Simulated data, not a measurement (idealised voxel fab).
The document below concerns the process module designated voxel wiring stack.
275 nm wide, 5 nm square cells: that's cross-section cut.
A cross-section is a grid of square cells, given in bands from the top down. A band is one or more rows of cells. Band: top and bottom heights (nm) first, top before bottom; then materials from left to right, widths in nm. "edge to edge" marks a sole material filling the band edge to edge. "empty" denotes empty space. The reference from which all heights are counted is 0, the level beneath which the as-received wafer is entirely one material; the lowest band, having no lower bound, proceeds downward and is written after the example "from 0 down". A width such as "30..40" changes by the same amount from each row of cells to the next, from the band's top row to its bottom row. Step note "all unchanged" = no cross-section cell changed. Any empty space of 8 cells or more lacking an open way to the top shows up in "Voids, enclosed" as width x height at distance, distance from the left edge, in nm. Formally, on a step line, whatever follows the settings is a remark that the simulator itself makes on the step. If you see "overlay nm" on a step's line and that step has a mask, it's telling you how far right of where it was planned the mask ended up; a negative number means it went left instead.

**Process steps (planned)**
1: RECEIVE: material Si
2: CONFORMAL_DEP: material SiO2, thk nm 15
3: DIRECTIONAL_DEP: material TiN, thk nm 5
4: DIRECTIONAL_DEP: material Ru, thk nm 20
5: PATTERN: tone cover, mask id METAL_1, material resist, width nm 30, pitch nm 50, thk nm 20, overlay nm 0
6: DIRECTIONAL_ETCH: etch materials Ru, depth nm 20
7: DIRECTIONAL_ETCH: etch materials TiN, depth nm 5
8: STRIP: etch materials resist
9: CONFORMAL_DEP: material SiN, thk nm 5
10: FILL_DEP: material SiO2, thk nm 5
11: CMP: height nm 40
12: CONFORMAL_DEP: material SiCN, thk nm 5
13: DIRECTIONAL_DEP: material SiO2, thk nm 15
14: MASKED_ETCH: tone open, mask id PLUG_1, width nm 15, etch materials SiO2, depth nm 15, overlay nm 0
15: MASKED_ETCH: tone open, mask id PLUG_1, width nm 15, etch materials SiCN, depth nm 5, overlay nm 0
16: EPI: material Ru, thk nm 10
17: EPI: material Ru, thk nm 10
18: DIRECTIONAL_DEP: material TiN, thk nm 5
19: DIRECTIONAL_DEP: material Ru, thk nm 25
20: MASKED_ETCH: tone cover, mask id METAL_2, width nm 30, pitch nm 50, etch materials Ru, depth nm 25, overlay nm 0
21: MASKED_ETCH: tone cover, mask id METAL_2, width nm 30, pitch nm 50, etch materials TiN, depth nm 5, overlay nm 0
22: FILL_DEP: material lowk, thk nm 5
23: CMP: height nm 90
24: CONFORMAL_DEP: material SiCN, thk nm 5
25: DIRECTIONAL_DEP: material SiO2, thk nm 20
26: MASKED_ETCH: tone open, mask id PLUG_2, width nm 15, etch materials SiO2, depth nm 20, overlay nm 0
27: MASKED_ETCH: tone open, mask id PLUG_2, width nm 15, etch materials SiCN, depth nm 5, overlay nm 0
28: EPI: material Ru, thk nm 10
29: EPI: material Ru, thk nm 10
30: EPI: material Ru, thk nm 5
31: DIRECTIONAL_DEP: material TiN, thk nm 5
32: DIRECTIONAL_DEP: material W, thk nm 20
33: DIRECTIONAL_DEP: material aC, thk nm 10
34: PATTERN: tone cover, mask id METAL_3, material resist, width nm 30, pitch nm 50, thk nm 30, overlay nm 0
35: DIRECTIONAL_ETCH: etch materials aC, depth nm 10
36: STRIP: etch materials resist
37: DIRECTIONAL_ETCH: etch materials W, depth nm 20
38: DIRECTIONAL_ETCH: etch materials TiN, depth nm 5
39: STRIP: etch materials aC
40: FILL_DEP: material lowk, thk nm 5
41: CMP: height nm 140
42: CONFORMAL_DEP: material SiCN, thk nm 5

**Wafer as received: cross-section following step 1**
  from 0 down: Si edge to edge
  Voids, enclosed: none

**First of two wafers, end-of-module section, run followed plan**
  from 145 to 140: SiCN edge to edge
  from 140 to 120: 95 of lowk / 30 of W / 20 of lowk / 30 of W / 100 of lowk
  from 120 to 115: 95 of lowk / 30 of TiN / 20 of lowk / 30 of TiN / 100 of lowk
  from 115 to 95: 95 of SiO2 / 15 of Ru / 165 of SiO2
  from 95 to 90: 95 of SiCN / 15 of Ru / 165 of SiCN
  from 90 to 65: 95 of lowk / 30 of Ru / 20 of lowk / 30 of Ru / 100 of lowk
  from 65 to 60: 95 of lowk / 30 of TiN / 20 of lowk / 30 of TiN / 100 of lowk
  from 60 to 45: 95 of SiO2 / 15 of Ru / 165 of SiO2
  from 45 to 40: 95 of SiCN / 15 of Ru / 165 of SiCN
  from 40 to 20: 90 of SiO2 / 5 of SiN / 30 of Ru / 5 of SiN / 10 of SiO2 / 5 of SiN / 30 of Ru / 5 of SiN / 95 of SiO2
  from 20 to 15: 95 of SiN / 30 of TiN / 20 of SiN / 30 of TiN / 100 of SiN
  from 15 to 0: SiO2 edge to edge
  from 0 down: Si edge to edge
  Voids, enclosed: none

**Wafer two (of two), end-of-module cross-section: start = wafer one, plan = wafer one, one run mistake**
  from 145 to 140: SiCN edge to edge
  from 140 to 120: 95 of lowk / 30 of W / 20 of lowk / 30 of W / 100 of lowk
  from 120 to 115: 95 of lowk / 30 of TiN / 20 of lowk / 30 of TiN / 100 of lowk
  from 115 to 95: 95 of SiO2 / 15 of Ru / 165 of SiO2
  from 95 to 90: 95 of SiCN / 15 of Ru / 165 of SiCN
  from 90 to 65: 95 of lowk / 30 of Ru / 20 of lowk / 30 of Ru / 100 of lowk
  from 65 to 60: 95 of lowk / 30 of TiN / 20 of lowk / 30 of TiN / 100 of lowk
  from 60 to 45: 90 of SiO2 / 25 of Ru / 160 of SiO2
  from 45 to 40: 95 of SiCN / 15 of Ru / 165 of SiCN
  from 40 to 20: 90 of SiO2 / 5 of SiN / 30 of Ru / 5 of SiN / 10 of SiO2 / 5 of SiN / 30 of Ru / 5 of SiN / 95 of SiO2
  from 20 to 15: 95 of SiN / 30 of TiN / 20 of SiN / 30 of TiN / 100 of SiN
  from 15 to 0: SiO2 edge to edge
  from 0 down: Si edge to edge
  Voids, enclosed: none
The mistake made against the process plan was this: planned and actual differ for step 14; actual: MASKED_ETCH: tone open, mask id PLUG_1, width nm 25, etch materials SiO2, depth nm 15, overlay nm 0
End check, counted in cells, second wafer has more or fewer of these materials than the first: Ru +6, SiO2 -6
